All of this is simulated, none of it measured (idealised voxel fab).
The name of this process module is voxel self aligned vias.
The width of the displayed cross-section, cut, is 290 nm; its cells are square, with a size of 5 nm.
Cross-sections here: square-cell grids, written as top-down lists of bands, a band being one or more rows of cells.
Each band's line starts with the height of the band's top and of its bottom, in nm. Then come its materials from left to right, each with its width in nm. One material with "everywhere" fills the band from edge to edge. "empty" is empty space.
Basically, 0 is our baseline, since under it the wafer straight out of the box is all one material. The bottom band has no lower end and keeps on going down, so it looks like "0 and below".
The notation "30 to 40" denotes a width that varies across the rows of cells in the band, beginning at the first number in the top row, finishing at the second number in the bottom row, and changing by an identical amount from each row to the next.
A step reported as "remains unaltered" is a step in which no cell of the cross-section changed.
In "Enclosed void list" the enclosed voids are listed, meaning empty spaces of 8 cells or larger without any opening to the top. The form is width x height at distance, distance from the left edge, units nm.
On each step's line, the part that comes after the settings is the simulator's own comment on the step.
"overlay nm" denotes, for a step that has a mask, the displacement of the mask to the right of its planned place, with negative values corresponding to the left.

Steps in the process plan
1. RECEIVE, material Si
2. CONFORMAL_DEP, material SiO2, thk nm 10
3. CONFORMAL_DEP, material SiCN, thk nm 5
4. DIRECTIONAL_DEP, material lowk, thk nm 25
5. MASKED_ETCH, tone open, mask id LINES, width nm 25, pitch nm 65, etch materials lowk, depth nm 25, overlay nm 0
6. CONFORMAL_DEP, material TiN, thk nm 5
7. FILL_DEP, material Ru, thk nm 5
8. CMP, height nm 40
9. SELECTIVE_ETCH, etch materials W Ru TiN, depth nm 10
10. FILL_DEP, material SiN, thk nm 10
11. CMP, height nm 40
12. DIRECTIONAL_DEP, material lowk, thk nm 20
13. MASKED_ETCH, tone open, mask id VIAS, width nm 45, etch materials lowk, depth nm 20, overlay nm 0
14. MASKED_ETCH, tone open, mask id VIAS, width nm 45, etch materials SiN, depth nm 10, overlay nm 0
15. CONFORMAL_DEP, material TiN, thk nm 5
16. FILL_DEP, material Ru, thk nm 10
17. CMP, height nm 60
18. CONFORMAL_DEP, material SiCN, thk nm 5

Received-state cross-section, reflecting completion of step 1
0 and below: Si everywhere
Enclosed void list: none

Below is the wafer in cross-section after the module was completed. It began from the starting point shown above and followed the plan shown above, except that one mistake was made while running it
65 down to 60: SiCN everywhere
60 down to 55: Ru everywhere
55 down to 50: TiN 95  Ru 35  TiN 160
50 down to 35: lowk 90  TiN 5  Ru 35  TiN 5  lowk 155
35 down to 30: lowk 90  TiN 45  lowk 155
30 down to 20: lowk 100  TiN 5  Ru 15  TiN 5  lowk 40  TiN 5  Ru 15  TiN 5  lowk 100
20 down to 15: lowk 100  TiN 25  lowk 40  TiN 25  lowk 100
15 down to 10: SiCN everywhere
10 down to 0: SiO2 everywhere
0 and below: Si everywhere
Enclosed void list: none
Error vs. plan: the process deviated at step 11: the operation and settings actually run there were CMP, height nm 30
